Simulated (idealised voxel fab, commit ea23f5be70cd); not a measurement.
This is a process module. Its name is voxel ribs on slabs.
FYI the section here is cut, 235 nm wide, cells are 5 nm squares.
When this document writes out a cross-section, it uses a grid of square cells and lists it as bands, beginning at the top and moving down, with a band standing for one or more rows of cells.
Band: top and bottom heights (nm) first, top before bottom; then materials from left to right, widths in nm. "throughout" marks a sole material filling the band edge to edge. "blank" denotes empty space.
Below 0: as-received wafer, all one material; heights counted from there. Lowest band: no bottom, goes on down, written "0 and below".
When a width is written as two numbers, as in "30->40", the first number is the width in the top row of cells of the band and the second is the width in its bottom row, and the width changes by the same amount from each row to the next.
Step note "identical to before" = no cross-section cell changed.
Closed internal voids: empty space of 8 cells or more with no open way to the top, each as width x height at its distance from the left edge, in nm
Past the settings on a step's line: simulator remark, on that step.
The setting "overlay nm" may be written on the line of a step. When the step uses a mask, the value reports how far to the right of the planned place the mask lay, and a negative value reports that it lay to the left.

# Process steps - plan
| 1 | RECEIVE [material Si] |
| 2 | DIRECTIONAL_DEP [material SiO2] [thk nm 20] |
| 3 | DIRECTIONAL_DEP [material polySi] [thk nm 15] |
| 4 | DIRECTIONAL_DEP [material aC] [thk nm 15] |
| 5 | PATTERN [tone cover] [mask id RIB] [material resist] [width nm 30] [thk nm 30] [overlay nm 0] |
| 6 | DIRECTIONAL_ETCH [etch materials aC] [depth nm 15] |
| 7 | STRIP [etch materials resist] |
| 8 | DIRECTIONAL_ETCH [etch materials polySi] [depth nm 5] |
| 9 | STRIP [etch materials aC] |
| 10 | MASKED_ETCH [tone cover] [mask id SLAB] [width nm 80] [etch materials polySi] [depth nm 10] [overlay nm 0] |
| 11 | FILL_DEP [material SiO2] [thk nm 30] |
| 12 | CMP [height nm 55] |
| 13 | DIRECTIONAL_DEP [material W] [thk nm 5] |
| 14 | DIRECTIONAL_DEP [material aC] [thk nm 15] |
| 15 | PATTERN [tone cover] [mask id HEATER] [material resist] [width nm 40] [thk nm 30] [overlay nm 0] |
| 16 | DIRECTIONAL_ETCH [etch materials aC] [depth nm 15] |
| 17 | STRIP [etch materials resist] |
| 18 | DIRECTIONAL_ETCH [etch materials W] [depth nm 5] |
| 19 | STRIP [etch materials aC] |
| 20 | CONFORMAL_DEP [material SiO2] [thk nm 5] |

# Incoming wafer in cross-section (state: after step 1)
	0 and below = Si throughout
	Closed internal voids: none

# Figure: cross-sectional view of the wafer upon completion of the module, processed from the initial state and according to the plan depicted above, with one error introduced during execution
	65 down to 60 = 90 nm blank, then 50 nm SiO2, then 95 nm blank
	60 down to 55 = 95 nm SiO2, then 40 nm W, then 100 nm SiO2
	55 down to 15 = SiO2 throughout
	15 down to 0 = polySi throughout
	0 and below = Si throughout
	Closed internal voids: none
What broke from the plan during processing? steps 2 and 3 of the plan were run in the wrong order, each in the other's place
